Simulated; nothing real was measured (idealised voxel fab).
Process module under the name voxel transistor to metal
The figure presents cross-section cut, which has a width of 180 nm and is divided into square cells with an edge length of 5 nm.
In this document a cross-section is written as a grid of square cells. It is given as a series of bands, listed from the top down, and a band is one or more rows of cells. Per band: top height and bottom height in nm, followed by the left-to-right materials and their widths in nm; "full width" marks a single material spanning edge to edge, "blank" marks empty space. We count height from 0. Below that, the starting wafer is all one material. The lowest band never ends at the bottom but goes on down; see "top 0, no bottom" for how that is written. A width such as "30..40" changes by the same amount from each row of cells to the next, from the band's top row to its bottom row. "nothing changed" for a step: no cell of the cross-section changed in that step. Closed empty spaces (no open way to the top) of 8 cells or more are what "Cavities, closed" lists, each as width x height at distance from the left edge, nm for all three. Past the settings on a step's line: simulator remark, on that step. overlay nm: for a step with a mask, the amount by which the mask lay right of where it was planned; a negative amount means left of it.

Planned step list for the process
1) RECEIVE | material Si
2) OXIDIZE | depth nm 5
3) CONFORMAL_DEP | material SiN | thk nm 10
4) DIRECTIONAL_DEP | material aC | thk nm 15
5) PATTERN | tone cover | mask id ACTIVE | material resist | width nm 125 | thk nm 35 | overlay nm 0
6) DIRECTIONAL_ETCH | etch materials aC | depth nm 15
7) STRIP | etch materials resist
8) DIRECTIONAL_ETCH | etch materials SiN | depth nm 10
9) DIRECTIONAL_ETCH | etch materials SiO2 | depth nm 5
10) DIRECTIONAL_ETCH | etch materials Si | depth nm 35
11) STRIP | etch materials aC
12) OXIDIZE | depth nm 5
13) FILL_DEP | material SiO2 | thk nm 5
14) CMP | height nm 10
15) SELECTIVE_ETCH | etch materials SiO2 | depth nm 5
16) STRIP | etch materials SiN
17) SELECTIVE_ETCH | etch materials SiO2 | depth nm 5
18) OXIDIZE | depth nm 5
19) DIRECTIONAL_DEP | material polySi | thk nm 25
20) DIRECTIONAL_DEP | material SiCN | thk nm 15
21) DIRECTIONAL_DEP | material aC | thk nm 10
22) PATTERN | tone cover | mask id GATE | material resist | width nm 35 | thk nm 30 | overlay nm 0
23) DIRECTIONAL_ETCH | etch materials aC | depth nm 10
24) STRIP | etch materials resist
25) DIRECTIONAL_ETCH | etch materials SiCN | depth nm 25
26) DIRECTIONAL_ETCH | etch materials polySi | depth nm 35
27) STRIP | etch materials aC
28) CONFORMAL_DEP | material SiN | thk nm 5
29) DIRECTIONAL_ETCH | etch materials SiN | depth nm 5
30) DIRECTIONAL_ETCH | etch materials SiO2 | depth nm 5
31) DIRECTIONAL_ETCH | etch materials Si | depth nm 5
32) EPI | material pSi | thk nm 10
33) FILL_DEP | material SiO2 | thk nm 10
34) CMP | height nm 20
35) STRIP | etch materials polySi
36) SELECTIVE_ETCH | etch materials SiO2 | depth nm 5
37) CONFORMAL_DEP | material HfO2 | thk nm 5
38) CONFORMAL_DEP | material TiN | thk nm 5
39) FILL_DEP | material W | thk nm 10
40) CMP | height nm 15
41) DIRECTIONAL_DEP | material SiO2 | thk nm 10
42) MASKED_ETCH | tone open | mask id CONTACT | width nm 15 | pitch nm 90 | etch materials SiO2 | depth nm 30 | overlay nm 0
43) CONFORMAL_DEP | material TiN | thk nm 5
44) FILL_DEP | material W | thk nm 5
45) CMP | height nm 25
46) CONFORMAL_DEP | material SiN | thk nm 5
47) DIRECTIONAL_DEP | material lowk | thk nm 20
48) PATTERN | tone open | mask id METAL_1 | material resist | width nm 15 | pitch nm 90 | thk nm 15 | overlay nm 0
49) DIRECTIONAL_ETCH | etch materials lowk | depth nm 20
50) DIRECTIONAL_ETCH | etch materials SiN | depth nm 5
51) STRIP | etch materials resist
52) CONFORMAL_DEP | material TiN | thk nm 5
53) FILL_DEP | material Cu | thk nm 5
54) CMP | height nm 50
55) EPI | material Ru | thk nm 5
56) FILL_DEP | material SiCN | thk nm 5
Across this set of wafers, the varied parameter is the depth nm of step 17. Starting conditions are identical for every wafer, and the plan reports the value assigned to the first wafer.

Received condition of the first of several wafers, sectioned: post-step 1
- top 0, no bottom  Si full width
- Cavities, closed: none

First wafer of several, cross-section, module end, after step 56 (last)
- top 60, bottom 55  SiCN full width
- top 55, bottom 50  SiCN 30, then Ru 25, then SiCN 65, then Ru 25, then SiCN 35
- top 50, bottom 30  lowk 35, then TiN 5, then Cu 5, then TiN 5, then lowk 75, then TiN 5, then Cu 5, then TiN 5, then lowk 40
- top 30, bottom 25  SiN 35, then TiN 15, then SiN 75, then TiN 15, then SiN 40
- top 25, bottom 15  SiO2 35, then TiN 5, then W 5, then TiN 5, then SiO2 75, then TiN 5, then W 5, then TiN 5, then SiO2 40
- top 15, bottom 0  SiO2 35, then TiN 5, then W 5, then TiN 5, then SiO2 15, then SiN 5, then HfO2 5, then TiN 5, then W 15, then TiN 5, then HfO2 5, then SiN 5, then SiO2 15, then TiN 5, then W 5, then TiN 5, then SiO2 40
- top 0, bottom -5  SiO2 20, then SiN 5, then SiO2 10, then TiN 15, then SiO2 5, then pSi 10, then SiN 5, then HfO2 5, then TiN 25, then HfO2 5, then SiN 5, then pSi 10, then SiO2 5, then TiN 15, then SiO2 10, then SiN 5, then SiO2 25
- top -5, bottom -10  SiO2 25, then pSi 40, then HfO2 45, then pSi 40, then SiO2 30
- top -10, bottom -15  SiO2 30, then pSi 35, then Si 45, then pSi 35, then SiO2 35
- top -15, bottom -45  SiO2 30, then Si 115, then SiO2 35
- top -45, no bottom  Si full width
- Cavities, closed: none

Last wafer of the set, cross-sectioned at end of module
- top 60, bottom 55  SiCN full width
- top 55, bottom 50  SiCN 30, then Ru 25, then SiCN 65, then Ru 25, then SiCN 35
- top 50, bottom 30  lowk 35, then TiN 5, then Cu 5, then TiN 5, then lowk 75, then TiN 5, then Cu 5, then TiN 5, then lowk 40
- top 30, bottom 25  SiN 35, then TiN 15, then SiN 75, then TiN 15, then SiN 40
- top 25, bottom 15  SiO2 35, then TiN 5, then W 5, then TiN 5, then SiO2 75, then TiN 5, then W 5, then TiN 5, then SiO2 40
- top 15, bottom 0  SiO2 35, then TiN 5, then W 5, then TiN 5, then SiO2 15, then SiN 5, then HfO2 5, then TiN 5, then W 15, then TiN 5, then HfO2 5, then SiN 5, then SiO2 15, then TiN 5, then W 5, then TiN 5, then SiO2 40
- top 0, bottom -5  SiO2 35, then TiN 15, then SiO2 5, then pSi 10, then SiN 5, then HfO2 5, then TiN 25, then HfO2 5, then SiN 5, then pSi 10, then SiO2 5, then TiN 15, then SiO2 40
- top -5, bottom -10  SiO2 25, then SiN 5, then pSi 35, then HfO2 45, then pSi 35, then SiN 5, then SiO2 30
- top -10, bottom -15  SiO2 25, then SiN 5, then SiO2 5, then pSi 30, then Si 45, then pSi 30, then SiO2 5, then SiN 5, then SiO2 30
- top -15, bottom -20  SiO2 5, then SiN 5, then SiO2 15, then SiN 5, then SiO2 5, then Si 105, then SiO2 5, then SiN 5, then SiO2 15, then SiN 5, then SiO2 10
- top -20, bottom -25  SiO2 35, then Si 105, then SiO2 40
- top -25, bottom -45  SiO2 30, then Si 115, then SiO2 35
- top -45, no bottom  Si full width
- Cavities, closed: none

Tabulated below, wafer by wafer, are the end-of-module results: for each material, the number of cells gained (+) or lost (-) relative to the as-received state, followed by the closed voids
depth nm 5; +8 Cu; +17 HfO2; +10 Ru; -177 Si; +62 SiCN; +40 SiN; +240 SiO2; +59 TiN; +19 W; +120 lowk; +34 pSi; Cavities, closed: none
depth nm 10; +8 Cu; +17 HfO2; +10 Ru; -177 Si; +62 SiCN; +42 SiN; +242 SiO2; +59 TiN; +19 W; +120 lowk; +30 pSi; Cavities, closed: none
depth nm 15; +8 Cu; +17 HfO2; +10 Ru; -179 Si; +62 SiCN; +44 SiN; +242 SiO2; +59 TiN; +19 W; +120 lowk; +30 pSi; Cavities, closed: none
depth nm 20; +8 Cu; +17 HfO2; +10 Ru; -181 Si; +62 SiCN; +46 SiN; +242 SiO2; +59 TiN; +19 W; +120 lowk; +30 pSi; Cavities, closed: none
